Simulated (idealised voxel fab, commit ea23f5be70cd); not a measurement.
voxel tone inversion: a process module
Displayed cross-section: cut, width of 270 nm, square cells sized 5 nm.
In what follows, cross-sections appear as grids of square cells, described through bands that run from the top down, where every band is one or more rows of cells. Heights first: top, then bottom, in nm. Then materials, left to right, each with a width in nm. "all across" on a single material: fills the band edge to edge. "empty": empty space. A quick word on heights: they are counted from 0, and under that level the wafer as it came to us is one material throughout. The lowest band is different from the rest in having no bottom; it simply continues downward, written as in "0 nm and below". Width "30..40": first value at the band's top row of cells, second value at its bottom row, equal change from row to row. The cross-section has no changed cell in any step marked "left unchanged". "Entrapped void list" lists enclosed empty spaces (at least 8 cells, no open path upward to the top), each as width x height at distance from the left edge, in nm. On a step's line, text after the settings is the simulator commenting on that step. You can add "overlay nm" to a step's line. For a step with a mask, it describes how far the mask lay to the right of its planned position, and a negative number describes a lay to the left.
These are the steps we planned for the process
- 1: RECEIVE,material Si
- 2: CONFORMAL_DEP,material SiCN,thk nm 5
- 3: DIRECTIONAL_DEP,material aC,thk nm 20
- 4: PATTERN,tone cover,mask id POSTS,material resist,width nm 20,pitch nm 50,thk nm 30,overlay nm 0
- 5: DIRECTIONAL_ETCH,etch materials aC,depth nm 20
- 6: STRIP,etch materials resist
- 7: FILL_DEP,material lowk,thk nm 5
- 8: CMP,height nm 15
- 9: STRIP,etch materials aC
- 10: CONFORMAL_DEP,material TiN,thk nm 5
- 11: FILL_DEP,material Ru,thk nm 5
- 12: CMP,height nm 25
- 13: CONFORMAL_DEP,material SiN,thk nm 5
Split variable: height nm, step 8. Plan value = first wafer. Wafers start alike.
First wafer of several, as received: cross-section after step 1
	0 nm and below  Si all across
	Entrapped void list: none
Shown in cross-section: the first of several wafers at the end of the module, after its last step, step 13
	30 nm to 25 nm  SiN all across
	25 nm to 20 nm  Ru all across
	20 nm to 15 nm  105 nm TiN, 10 nm Ru, 40 nm TiN, 10 nm Ru, 105 nm TiN
	15 nm to 10 nm  100 nm lowk, 5 nm TiN, 10 nm Ru, 5 nm TiN, 30 nm lowk, 5 nm TiN, 10 nm Ru, 5 nm TiN, 100 nm lowk
	10 nm to 5 nm  100 nm lowk, 20 nm TiN, 30 nm lowk, 20 nm TiN, 100 nm lowk
	5 nm to 0 nm  SiCN all across
	0 nm and below  Si all across
	Entrapped void list: none
The last wafer as seen in cross-section at the end of the module
	30 nm to 25 nm  SiN all across
	25 nm to 5 nm  100 nm lowk, 20 nm aC, 30 nm lowk, 20 nm aC, 100 nm lowk
	5 nm to 0 nm  SiCN all across
	0 nm and below  Si all across
	Entrapped void list: none
For your reference, the table is organized with a row per wafer; each row reflects the wafer at the end of the module, indicating for each material the cells gained (+) or lost (-) since receipt, and thereafter its closed voids
height nm 15 | +62 Ru | +54 SiCN | +54 SiN | +62 TiN | +92 lowk | Entrapped void list: none
height nm 20 | +12 Ru | +54 SiCN | +54 SiN | +66 TiN | +138 lowk | Entrapped void list: none
height nm 25 | +12 Ru | +54 SiCN | +54 SiN | +20 TiN | +184 lowk | Entrapped void list: none
height nm 30 | +54 SiCN | +54 SiN | +32 aC | +184 lowk | Entrapped void list: none
